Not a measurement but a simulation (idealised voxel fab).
process module | voxel wiring stack
cross-section cut | 260 nm wide | cells 5 nm
A cross-section is a grid of square cells, given in bands from the top down. A band is one or more rows of cells.
Each band's line starts with the height of the band's top and of its bottom, in nm. Then come its materials from left to right, each with its width in nm. One material with "throughout" fills the band from edge to edge. "air" is empty space.
Height 0 is the level under which the wafer as received is all one material. The lowest band goes on downwards, as in "0 down".
A width such as "30 to 40" changes by the same amount from each row of cells to the next, from the band's top row to its bottom row.
"no change" after a step means that no cell of the cross-section changed.
closed voids: empty space of 8 cells or more with no open way to the top, each as width x height at its distance from the left edge, in nm
after a step's settings: what the simulator itself notes on the step
overlay nm, on a step with a mask: how far to the right of its planned place the mask lay; to the left if negative
plan
1 op RECEIVE | material Si
2 op CONFORMAL_DEP | material SiO2 | thk nm 10
3 op CONFORMAL_DEP | material SiCN | thk nm 5
4 op DIRECTIONAL_DEP | material SiO2 | thk nm 15
5 op PATTERN | tone open | mask id METAL_1 | material resist | width nm 30 | pitch nm 55 | thk nm 20 | overlay nm 0
6 op DIRECTIONAL_ETCH | etch materials SiO2 | depth nm 15
7 op DIRECTIONAL_ETCH | etch materials SiCN | depth nm 5
8 op STRIP | etch materials resist
9 op CONFORMAL_DEP | material TiN | thk nm 5
10 op FILL_DEP | material Cu | thk nm 5
11 op CMP | height nm 30
12 op CONFORMAL_DEP | material SiCN | thk nm 5
13 op DIRECTIONAL_DEP | material SiO2 | thk nm 20
14 op MASKED_ETCH | tone open | mask id PLUG_1 | width nm 15 | pitch nm 55 | etch materials SiO2 | depth nm 20 | overlay nm 0
15 op MASKED_ETCH | tone open | mask id PLUG_1 | width nm 15 | pitch nm 55 | etch materials SiCN | depth nm 5 | overlay nm 0
16 op EPI | material Ru | thk nm 10
17 op EPI | material Ru | thk nm 10
18 op EPI | material Ru | thk nm 5
19 op CONFORMAL_DEP | material SiCN | thk nm 5
20 op DIRECTIONAL_DEP | material lowk | thk nm 20
21 op PATTERN | tone open | mask id METAL_2 | material resist | width nm 30 | pitch nm 55 | thk nm 20 | overlay nm 0
22 op DIRECTIONAL_ETCH | etch materials lowk | depth nm 20
23 op DIRECTIONAL_ETCH | etch materials SiCN | depth nm 5
24 op STRIP | etch materials resist
25 op CONFORMAL_DEP | material TiN | thk nm 5
26 op FILL_DEP | material Cu | thk nm 10
27 op CMP | height nm 80
28 op CONFORMAL_DEP | material SiCN | thk nm 5
29 op DIRECTIONAL_DEP | material lowk | thk nm 30
30 op MASKED_ETCH | tone open | mask id METAL_3_HOLES | width nm 15 | pitch nm 55 | etch materials lowk | depth nm 30 | overlay nm 0
31 op MASKED_ETCH | tone open | mask id METAL_3 | width nm 30 | pitch nm 55 | etch materials lowk | depth nm 20 | overlay nm 0
32 op MASKED_ETCH | tone open | mask id METAL_3 | width nm 30 | pitch nm 55 | etch materials SiCN | depth nm 5 | overlay nm 0
33 op CONFORMAL_DEP | material TiN | thk nm 5
34 op FILL_DEP | material Cu | thk nm 5
35 op CMP | height nm 115
36 op CONFORMAL_DEP | material SiCN | thk nm 5
37 op DIRECTIONAL_DEP | material lowk | thk nm 10
38 op DIRECTIONAL_DEP | material aC | thk nm 10
39 op PATTERN | tone open | mask id PLUG_3 | material resist | width nm 15 | thk nm 25 | overlay nm 0
40 op DIRECTIONAL_ETCH | etch materials aC | depth nm 10
41 op STRIP | etch materials resist
42 op DIRECTIONAL_ETCH | etch materials lowk | depth nm 10
43 op DIRECTIONAL_ETCH | etch materials SiCN | depth nm 5
44 op STRIP | etch materials aC
45 op CONFORMAL_DEP | material TiN | thk nm 5
46 op FILL_DEP | material W | thk nm 10
47 op CMP | height nm 130
48 op CONFORMAL_DEP | material SiN | thk nm 5
49 op DIRECTIONAL_DEP | material lowk | thk nm 25
50 op MASKED_ETCH | tone open | mask id METAL_4 | width nm 30 | pitch nm 55 | etch materials lowk | depth nm 25 | overlay nm 0
51 op MASKED_ETCH | tone open | mask id METAL_4 | width nm 30 | pitch nm 55 | etch materials SiN | depth nm 5 | overlay nm 0
52 op CONFORMAL_DEP | material TiN | thk nm 5
53 op FILL_DEP | material Cu | thk nm 5
54 op CMP | height nm 160
55 op EPI | material Ru | thk nm 5
56 op FILL_DEP | material SiCN | thk nm 5
first wafer, as planned
as received, after step 1
  0 down: Si throughout
  closed voids: none
after step 2
  10 to 0: SiO2 throughout
  below 0: unchanged
after step 3
  15 to 10: SiCN throughout
  below 10: unchanged
after step 4
  30 to 15: SiO2 throughout
  below 15: unchanged
after step 5
  50 to 30: resist 85 | air 30 | resist 25 | air 30 | resist 90
  below 30: unchanged
after step 6
  50 to 30: resist 85 | air 30 | resist 25 | air 30 | resist 90
  30 to 15: SiO2 85 | air 30 | SiO2 25 | air 30 | SiO2 90
  below 15: unchanged
after step 7
  50 to 30: resist 85 | air 30 | resist 25 | air 30 | resist 90
  30 to 15: SiO2 85 | air 30 | SiO2 25 | air 30 | SiO2 90
  15 to 10: SiCN 85 | air 30 | SiCN 25 | air 30 | SiCN 90
  below 10: unchanged
after step 8
  30 to 15: SiO2 85 | air 30 | SiO2 25 | air 30 | SiO2 90
  below 15: unchanged
after step 9
  35 to 30: TiN 90 | air 20 | TiN 35 | air 20 | TiN 95
  30 to 15: SiO2 85 | TiN 5 | air 20 | TiN 5 | SiO2 25 | TiN 5 | air 20 | TiN 5 | SiO2 90
  15 to 10: SiCN 85 | TiN 30 | SiCN 25 | TiN 30 | SiCN 90
  below 10: unchanged
after step 10
  40 to 35: Cu throughout
  35 to 30: TiN 90 | Cu 20 | TiN 35 | Cu 20 | TiN 95
  30 to 15: SiO2 85 | TiN 5 | Cu 20 | TiN 5 | SiO2 25 | TiN 5 | Cu 20 | TiN 5 | SiO2 90
  below 15: unchanged
after step 11
  30 to 15: SiO2 85 | TiN 5 | Cu 20 | TiN 5 | SiO2 25 | TiN 5 | Cu 20 | TiN 5 | SiO2 90
  below 15: unchanged
after step 12
  35 to 30: SiCN throughout
  below 30: unchanged
after step 13
  55 to 35: SiO2 throughout
  below 35: unchanged
after step 14
  55 to 35: SiO2 85 | air 15 | SiO2 40 | air 15 | SiO2 105
  below 35: unchanged
after step 15
  55 to 35: SiO2 85 | air 15 | SiO2 40 | air 15 | SiO2 105
  35 to 30: SiCN 85 | air 15 | SiCN 40 | air 15 | SiCN 105
  below 30: unchanged
after step 16
  55 to 40: SiO2 85 | air 15 | SiO2 40 | air 15 | SiO2 105
  40 to 35: SiO2 85 | Ru 15 | SiO2 40 | Ru 15 | SiO2 105
  35 to 30: SiCN 85 | Ru 15 | SiCN 40 | Ru 15 | SiCN 105
  below 30: unchanged
after step 17
  55 to 50: SiO2 85 | air 15 | SiO2 40 | air 15 | SiO2 105
  50 to 35: SiO2 85 | Ru 15 | SiO2 40 | Ru 15 | SiO2 105
  below 35: unchanged
after step 18
  55 to 35: SiO2 85 | Ru 15 | SiO2 40 | Ru 15 | SiO2 105
  below 35: unchanged
after step 19
  60 to 55: SiCN throughout
  below 55: unchanged
after step 20
  80 to 60: lowk throughout
  below 60: unchanged
after step 21
  100 to 80: resist 85 | air 30 | resist 25 | air 30 | resist 90
  below 80: unchanged
after step 22
  100 to 80: resist 85 | air 30 | resist 25 | air 30 | resist 90
  80 to 60: lowk 85 | air 30 | lowk 25 | air 30 | lowk 90
  below 60: unchanged
after step 23
  100 to 80: resist 85 | air 30 | resist 25 | air 30 | resist 90
  80 to 60: lowk 85 | air 30 | lowk 25 | air 30 | lowk 90
  60 to 55: SiCN 85 | air 30 | SiCN 25 | air 30 | SiCN 90
  below 55: unchanged
after step 24
  80 to 60: lowk 85 | air 30 | lowk 25 | air 30 | lowk 90
  below 60: unchanged
after step 25
  85 to 80: TiN 90 | air 20 | TiN 35 | air 20 | TiN 95
  80 to 60: lowk 85 | TiN 5 | air 20 | TiN 5 | lowk 25 | TiN 5 | air 20 | TiN 5 | lowk 90
  60 to 55: SiCN 85 | TiN 30 | SiCN 25 | TiN 30 | SiCN 90
  below 55: unchanged
after step 26
  95 to 85: Cu throughout
  85 to 80: TiN 90 | Cu 20 | TiN 35 | Cu 20 | TiN 95
  80 to 60: lowk 85 | TiN 5 | Cu 20 | TiN 5 | lowk 25 | TiN 5 | Cu 20 | TiN 5 | lowk 90
  below 60: unchanged
after step 27
  80 to 60: lowk 85 | TiN 5 | Cu 20 | TiN 5 | lowk 25 | TiN 5 | Cu 20 | TiN 5 | lowk 90
  below 60: unchanged
after step 28
  85 to 80: SiCN throughout
  below 80: unchanged
after step 29
  115 to 85: lowk throughout
  below 85: unchanged
after step 30
  115 to 85: lowk 85 | air 15 | lowk 40 | air 15 | lowk 105
  below 85: unchanged
after step 31
  115 to 95: lowk 85 | air 30 | lowk 25 | air 30 | lowk 90
  below 95: unchanged
after step 32
  115 to 95: lowk 85 | air 30 | lowk 25 | air 30 | lowk 90
  95 to 85: lowk 85 | air 15 | lowk 40 | air 15 | lowk 105
  85 to 80: SiCN 85 | air 15 | SiCN 40 | air 15 | SiCN 105
  below 80: unchanged
after step 33
  120 to 115: TiN 90 | air 20 | TiN 35 | air 20 | TiN 95
  115 to 100: lowk 85 | TiN 5 | air 20 | TiN 5 | lowk 25 | TiN 5 | air 20 | TiN 5 | lowk 90
  100 to 95: lowk 85 | TiN 5 | air 5 | TiN 20 | lowk 25 | TiN 5 | air 5 | TiN 20 | lowk 90
  95 to 85: lowk 85 | TiN 5 | air 5 | TiN 5 | lowk 40 | TiN 5 | air 5 | TiN 5 | lowk 105
  85 to 80: SiCN 85 | TiN 15 | SiCN 40 | TiN 15 | SiCN 105
  below 80: unchanged
after step 34
  125 to 120: Cu throughout
  120 to 115: TiN 90 | Cu 20 | TiN 35 | Cu 20 | TiN 95
  115 to 100: lowk 85 | TiN 5 | Cu 20 | TiN 5 | lowk 25 | TiN 5 | Cu 20 | TiN 5 | lowk 90
  100 to 95: lowk 85 | TiN 5 | Cu 5 | TiN 20 | lowk 25 | TiN 5 | Cu 5 | TiN 20 | lowk 90
  95 to 85: lowk 85 | TiN 5 | Cu 5 | TiN 5 | lowk 40 | TiN 5 | Cu 5 | TiN 5 | lowk 105
  below 85: unchanged
after step 35
  115 to 100: lowk 85 | TiN 5 | Cu 20 | TiN 5 | lowk 25 | TiN 5 | Cu 20 | TiN 5 | lowk 90
  below 100: unchanged
after step 36
  120 to 115: SiCN throughout
  below 115: unchanged
after step 37
  130 to 120: lowk throughout
  below 120: unchanged
after step 38
  140 to 130: aC throughout
  below 130: unchanged
after step 39
  165 to 140: resist 85 | air 15 | resist 160
  below 140: unchanged
after step 40
  155 to 140: resist 85 | air 15 | resist 160
  140 to 130: aC 85 | air 15 | aC 160
  below 130: unchanged
after step 41
  140 to 130: aC 85 | air 15 | aC 160
  below 130: unchanged
after step 42
  140 to 130: aC 85 | air 15 | aC 160
  130 to 120: lowk 85 | air 15 | lowk 160
  below 120: unchanged
after step 43
  140 to 130: aC 85 | air 15 | aC 160
  130 to 120: lowk 85 | air 15 | lowk 160
  120 to 115: SiCN 85 | air 15 | SiCN 160
  below 115: unchanged
after step 44
  130 to 120: lowk 85 | air 15 | lowk 160
  below 120: unchanged
after step 45
  135 to 130: TiN 90 | air 5 | TiN 165
  130 to 120: lowk 85 | TiN 5 | air 5 | TiN 5 | lowk 160
  120 to 115: SiCN 85 | TiN 15 | SiCN 160
  below 115: unchanged
after step 46
  145 to 135: W throughout
  135 to 130: TiN 90 | W 5 | TiN 165
  130 to 120: lowk 85 | TiN 5 | W 5 | TiN 5 | lowk 160
  below 120: unchanged
after step 47
  130 to 120: lowk 85 | TiN 5 | W 5 | TiN 5 | lowk 160
  below 120: unchanged
after step 48
  135 to 130: SiN throughout
  below 130: unchanged
after step 49
  160 to 135: lowk throughout
  below 135: unchanged
after step 50
  160 to 135: lowk 85 | air 30 | lowk 25 | air 30 | lowk 90
  below 135: unchanged
after step 51
  160 to 135: lowk 85 | air 30 | lowk 25 | air 30 | lowk 90
  135 to 130: SiN 85 | air 30 | SiN 25 | air 30 | SiN 90
  below 130: unchanged
after step 52
  165 to 160: TiN 90 | air 20 | TiN 35 | air 20 | TiN 95
  160 to 135: lowk 85 | TiN 5 | air 20 | TiN 5 | lowk 25 | TiN 5 | air 20 | TiN 5 | lowk 90
  135 to 130: SiN 85 | TiN 30 | SiN 25 | TiN 30 | SiN 90
  below 130: unchanged
after step 53
  170 to 165: Cu throughout
  165 to 160: TiN 90 | Cu 20 | TiN 35 | Cu 20 | TiN 95
  160 to 135: lowk 85 | TiN 5 | Cu 20 | TiN 5 | lowk 25 | TiN 5 | Cu 20 | TiN 5 | lowk 90
  below 135: unchanged
after step 54
  160 to 135: lowk 85 | TiN 5 | Cu 20 | TiN 5 | lowk 25 | TiN 5 | Cu 20 | TiN 5 | lowk 90
  below 135: unchanged
after step 55
  165 to 160: air 80 | Ru 40 | air 15 | Ru 40 | air 85
  below 160: unchanged
after step 56
  170 to 165: SiCN throughout
  165 to 160: SiCN 80 | Ru 40 | SiCN 15 | Ru 40 | SiCN 85
  below 160: unchanged
second wafer: like start, like plan, one mistake. Through step 15 it matches the first wafer
when step 17 should have ended
  60 to 55: air 80 | Ru 25 | air 30 | Ru 25 | air 100
  55 to 35: SiO2 85 | Ru 15 | SiO2 40 | Ru 15 | SiO2 105
  35 to 30: SiCN 85 | Ru 15 | SiCN 40 | Ru 15 | SiCN 105
  below 30: unchanged
when step 18 should have ended
  65 to 55: air 75 | Ru 35 | air 20 | Ru 35 | air 95
  below 55: unchanged
when step 19 should have ended
  70 to 65: air 70 | SiCN 45 | air 10 | SiCN 45 | air 90
  65 to 60: air 70 | SiCN 5 | Ru 35 | SiCN 5 | air 10 | SiCN 5 | Ru 35 | SiCN 5 | air 90
  60 to 55: SiCN 75 | Ru 35 | SiCN 20 | Ru 35 | SiCN 95
  below 55: unchanged
when step 20 should have ended
  90 to 80: air 70 | lowk 45 | air 10 | lowk 45 | air 90
  80 to 70: lowk throughout
  70 to 65: lowk 70 | SiCN 45 | lowk 10 | SiCN 45 | lowk 90
  65 to 60: lowk 70 | SiCN 5 | Ru 35 | SiCN 5 | lowk 10 | SiCN 5 | Ru 35 | SiCN 5 | lowk 90
  below 60: unchanged
when step 21 should have ended
  110 to 90: resist 85 | air 30 | resist 25 | air 30 | resist 90
  90 to 80: resist 70 | lowk 45 | resist 10 | lowk 45 | resist 90
  below 80: unchanged
when step 22 should have ended
  110 to 90: resist 85 | air 30 | resist 25 | air 30 | resist 90
  90 to 80: resist 70 | lowk 15 | air 30 | resist 10 | lowk 15 | air 30 | resist 90
  80 to 70: lowk 85 | air 30 | lowk 25 | air 30 | lowk 90
  below 70: unchanged
when step 23 should have ended
  110 to 90: resist 85 | air 30 | resist 25 | air 30 | resist 90
  90 to 80: resist 70 | lowk 15 | air 30 | resist 10 | lowk 15 | air 30 | resist 90
  80 to 70: lowk 85 | air 30 | lowk 25 | air 30 | lowk 90
  70 to 65: lowk 70 | SiCN 15 | air 30 | lowk 10 | SiCN 15 | air 30 | lowk 90
  below 65: unchanged
when step 24 should have ended
  90 to 80: air 70 | lowk 15 | air 40 | lowk 15 | air 120
  below 80: unchanged
when step 25 should have ended
  95 to 90: air 65 | TiN 25 | air 30 | TiN 25 | air 115
  90 to 85: air 65 | TiN 5 | lowk 15 | TiN 5 | air 30 | TiN 5 | lowk 15 | TiN 5 | air 115
  85 to 80: TiN 70 | lowk 15 | TiN 5 | air 20 | TiN 15 | lowk 15 | TiN 5 | air 20 | TiN 95
  80 to 70: lowk 85 | TiN 5 | air 20 | TiN 5 | lowk 25 | TiN 5 | air 20 | TiN 5 | lowk 90
  70 to 65: lowk 70 | SiCN 15 | TiN 30 | lowk 10 | SiCN 15 | TiN 30 | lowk 90
  below 65: unchanged
when step 26 should have ended
  105 to 95: Cu throughout
  95 to 90: Cu 65 | TiN 25 | Cu 30 | TiN 25 | Cu 115
  90 to 85: Cu 65 | TiN 5 | lowk 15 | TiN 5 | Cu 30 | TiN 5 | lowk 15 | TiN 5 | Cu 115
  85 to 80: TiN 70 | lowk 15 | TiN 5 | Cu 20 | TiN 15 | lowk 15 | TiN 5 | Cu 20 | TiN 95
  80 to 70: lowk 85 | TiN 5 | Cu 20 | TiN 5 | lowk 25 | TiN 5 | Cu 20 | TiN 5 | lowk 90
  below 70: unchanged
when step 27 should have ended
  80 to 70: lowk 85 | TiN 5 | Cu 20 | TiN 5 | lowk 25 | TiN 5 | Cu 20 | TiN 5 | lowk 90
  below 70: unchanged
when step 28 should have ended
  85 to 80: SiCN throughout
  below 80: unchanged
when step 29 should have ended
  115 to 85: lowk throughout
  below 85: unchanged
when step 30 should have ended
  115 to 85: lowk 85 | air 15 | lowk 40 | air 15 | lowk 105
  below 85: unchanged
when step 31 should have ended
  115 to 95: lowk 85 | air 30 | lowk 25 | air 30 | lowk 90
  below 95: unchanged
when step 32 should have ended
  115 to 95: lowk 85 | air 30 | lowk 25 | air 30 | lowk 90
  95 to 85: lowk 85 | air 15 | lowk 40 | air 15 | lowk 105
  85 to 80: SiCN 85 | air 15 | SiCN 40 | air 15 | SiCN 105
  below 80: unchanged
when step 33 should have ended
  120 to 115: TiN 90 | air 20 | TiN 35 | air 20 | TiN 95
  115 to 100: lowk 85 | TiN 5 | air 20 | TiN 5 | lowk 25 | TiN 5 | air 20 | TiN 5 | lowk 90
  100 to 95: lowk 85 | TiN 5 | air 5 | TiN 20 | lowk 25 | TiN 5 | air 5 | TiN 20 | lowk 90
  95 to 85: lowk 85 | TiN 5 | air 5 | TiN 5 | lowk 40 | TiN 5 | air 5 | TiN 5 | lowk 105
  85 to 80: SiCN 85 | TiN 15 | SiCN 40 | TiN 15 | SiCN 105
  below 80: unchanged
when step 34 should have ended
  125 to 120: Cu throughout
  120 to 115: TiN 90 | Cu 20 | TiN 35 | Cu 20 | TiN 95
  115 to 100: lowk 85 | TiN 5 | Cu 20 | TiN 5 | lowk 25 | TiN 5 | Cu 20 | TiN 5 | lowk 90
  100 to 95: lowk 85 | TiN 5 | Cu 5 | TiN 20 | lowk 25 | TiN 5 | Cu 5 | TiN 20 | lowk 90
  95 to 85: lowk 85 | TiN 5 | Cu 5 | TiN 5 | lowk 40 | TiN 5 | Cu 5 | TiN 5 | lowk 105
  below 85: unchanged
when step 35 should have ended
  115 to 100: lowk 85 | TiN 5 | Cu 20 | TiN 5 | lowk 25 | TiN 5 | Cu 20 | TiN 5 | lowk 90
  below 100: unchanged
when step 36 should have ended
  120 to 115: SiCN throughout
  below 115: unchanged
when step 37 should have ended
  130 to 120: lowk throughout
  below 120: unchanged
when step 38 should have ended
  140 to 130: aC throughout
  below 130: unchanged
when step 39 should have ended
  165 to 140: resist 85 | air 15 | resist 160
  below 140: unchanged
when step 40 should have ended
  155 to 140: resist 85 | air 15 | resist 160
  140 to 130: aC 85 | air 15 | aC 160
  below 130: unchanged
when step 41 should have ended
  140 to 130: aC 85 | air 15 | aC 160
  below 130: unchanged
when step 42 should have ended
  140 to 130: aC 85 | air 15 | aC 160
  130 to 120: lowk 85 | air 15 | lowk 160
  below 120: unchanged
when step 43 should have ended
  140 to 130: aC 85 | air 15 | aC 160
  130 to 120: lowk 85 | air 15 | lowk 160
  120 to 115: SiCN 85 | air 15 | SiCN 160
  below 115: unchanged
when step 44 should have ended
  130 to 120: lowk 85 | air 15 | lowk 160
  below 120: unchanged
when step 45 should have ended
  135 to 130: TiN 90 | air 5 | TiN 165
  130 to 120: lowk 85 | TiN 5 | air 5 | TiN 5 | lowk 160
  120 to 115: SiCN 85 | TiN 15 | SiCN 160
  below 115: unchanged
when step 46 should have ended
  145 to 135: W throughout
  135 to 130: TiN 90 | W 5 | TiN 165
  130 to 120: lowk 85 | TiN 5 | W 5 | TiN 5 | lowk 160
  below 120: unchanged
when step 47 should have ended
  130 to 120: lowk 85 | TiN 5 | W 5 | TiN 5 | lowk 160
  below 120: unchanged
when step 48 should have ended
  135 to 130: SiN throughout
  below 130: unchanged
when step 49 should have ended
  160 to 135: lowk throughout
  below 135: unchanged
when step 50 should have ended
  160 to 135: lowk 85 | air 30 | lowk 25 | air 30 | lowk 90
  below 135: unchanged
when step 51 should have ended
  160 to 135: lowk 85 | air 30 | lowk 25 | air 30 | lowk 90
  135 to 130: SiN 85 | air 30 | SiN 25 | air 30 | SiN 90
  below 130: unchanged
when step 52 should have ended
  165 to 160: TiN 90 | air 20 | TiN 35 | air 20 | TiN 95
  160 to 135: lowk 85 | TiN 5 | air 20 | TiN 5 | lowk 25 | TiN 5 | air 20 | TiN 5 | lowk 90
  135 to 130: SiN 85 | TiN 30 | SiN 25 | TiN 30 | SiN 90
  below 130: unchanged
when step 53 should have ended
  170 to 165: Cu throughout
  165 to 160: TiN 90 | Cu 20 | TiN 35 | Cu 20 | TiN 95
  160 to 135: lowk 85 | TiN 5 | Cu 20 | TiN 5 | lowk 25 | TiN 5 | Cu 20 | TiN 5 | lowk 90
  below 135: unchanged
when step 54 should have ended
  160 to 135: lowk 85 | TiN 5 | Cu 20 | TiN 5 | lowk 25 | TiN 5 | Cu 20 | TiN 5 | lowk 90
  below 135: unchanged
when step 55 should have ended
  165 to 160: air 80 | Ru 40 | air 15 | Ru 40 | air 85
  below 160: unchanged
when step 56 should have ended
  170 to 165: SiCN throughout
  165 to 160: SiCN 80 | Ru 40 | SiCN 15 | Ru 40 | SiCN 85
  below 160: unchanged
what went wrong: one of the steps 16 and 17, which are alike, was run twice
at the end the second wafer has, in cells: 16 fewer of Cu | 28 more of Ru | 8 more of SiCN | 8 fewer of TiN | 12 fewer of lowk
